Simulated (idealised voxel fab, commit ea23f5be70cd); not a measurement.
The following process module bears the name voxel trench capacitor.
This is section cut - it's 225 nm across, gridded in 5 nm square cells.
A cross-section in this document is a grid of square cells, and it is written down as bands, the top band listed before the ones below it; a band is made up of one or more rows of cells.
Band: top and bottom heights (nm) first, top before bottom; then materials from left to right, widths in nm. "all across" marks a sole material filling the band edge to edge. "empty" denotes empty space.
Measure heights from 0. That's the level where, below it, the as-received wafer is all one material. The lowest band is bottomless and extends downward; write it as in "0 down".
When a width is written as two numbers, as in "30..40", the first number is the width in the top row of cells of the band and the second is the width in its bottom row, and the width changes by the same amount from each row to the next.
No cell of the cross-section changed in a step that is given as "nothing changed".
The list in "Enclosed cavity list" covers empty spaces of 8 cells or more that cannot reach the top through any open way, and it gives each as width x height at distance; the distance is from the left edge, and width, height and distance are in nm.
Text after the settings on a step's line: the simulator's own remark on that step.
"overlay nm" denotes, for a step that has a mask, the displacement of the mask to the right of its planned place, with negative values corresponding to the left.

**Process steps (planned)**
1: RECEIVE | material Si
2: CONFORMAL_DEP | material SiN | thk nm 10
3: MASKED_ETCH | tone open | mask id TRENCH | width nm 15 | pitch nm 35 | etch materials SiN | depth nm 10 | overlay nm 0
4: MASKED_ETCH | tone open | mask id TRENCH | width nm 15 | pitch nm 35 | etch materials Si | depth nm 40 | overlay nm 0
5: CONFORMAL_DEP | material Al2O3 | thk nm 5
6: FILL_DEP | material polySi | thk nm 10
7: CMP | height nm 10

**Wafer cross-section on receipt, i.e. after step 1**
- 0 down  Si all across
- Enclosed cavity list: none

**Cross-section taken at module completion on the first of two wafers; processed per the plan**
- 10 to 0  70 nm SiN; 5 nm Al2O3; 5 nm polySi; 5 nm Al2O3; 20 nm SiN; 5 nm Al2O3; 5 nm polySi; 5 nm Al2O3; 20 nm SiN; 5 nm Al2O3; 5 nm polySi; 5 nm Al2O3; 70 nm SiN
- 0 to -35  70 nm Si; 5 nm Al2O3; 5 nm polySi; 5 nm Al2O3; 20 nm Si; 5 nm Al2O3; 5 nm polySi; 5 nm Al2O3; 20 nm Si; 5 nm Al2O3; 5 nm polySi; 5 nm Al2O3; 70 nm Si
- -35 to -40  70 nm Si; 15 nm Al2O3; 20 nm Si; 15 nm Al2O3; 20 nm Si; 15 nm Al2O3; 70 nm Si
- -40 down  Si all across
- Enclosed cavity list: none

**Cross-section, wafer two of two, end of module: same start and plan as wafer one, one error in execution**
- 25 to 15  polySi all across
- 15 to 10  75 nm Al2O3; 5 nm polySi; 30 nm Al2O3; 5 nm polySi; 30 nm Al2O3; 5 nm polySi; 75 nm Al2O3
- 10 to 0  70 nm SiN; 5 nm Al2O3; 5 nm polySi; 5 nm Al2O3; 20 nm SiN; 5 nm Al2O3; 5 nm polySi; 5 nm Al2O3; 20 nm SiN; 5 nm Al2O3; 5 nm polySi; 5 nm Al2O3; 70 nm SiN
- 0 to -35  70 nm Si; 5 nm Al2O3; 5 nm polySi; 5 nm Al2O3; 20 nm Si; 5 nm Al2O3; 5 nm polySi; 5 nm Al2O3; 20 nm Si; 5 nm Al2O3; 5 nm polySi; 5 nm Al2O3; 70 nm Si
- -35 to -40  70 nm Si; 15 nm Al2O3; 20 nm Si; 15 nm Al2O3; 20 nm Si; 15 nm Al2O3; 70 nm Si
- -40 down  Si all across
- Enclosed cavity list: none
In executing the process, a mistake was made relative to the plan: execution of step 7 of the plan did not take place, the step having been omitted
In the final state, the cell counts of the second wafer exceed or fall short of those of the first for the following materials: 42 more of Al2O3; 93 more of polySi
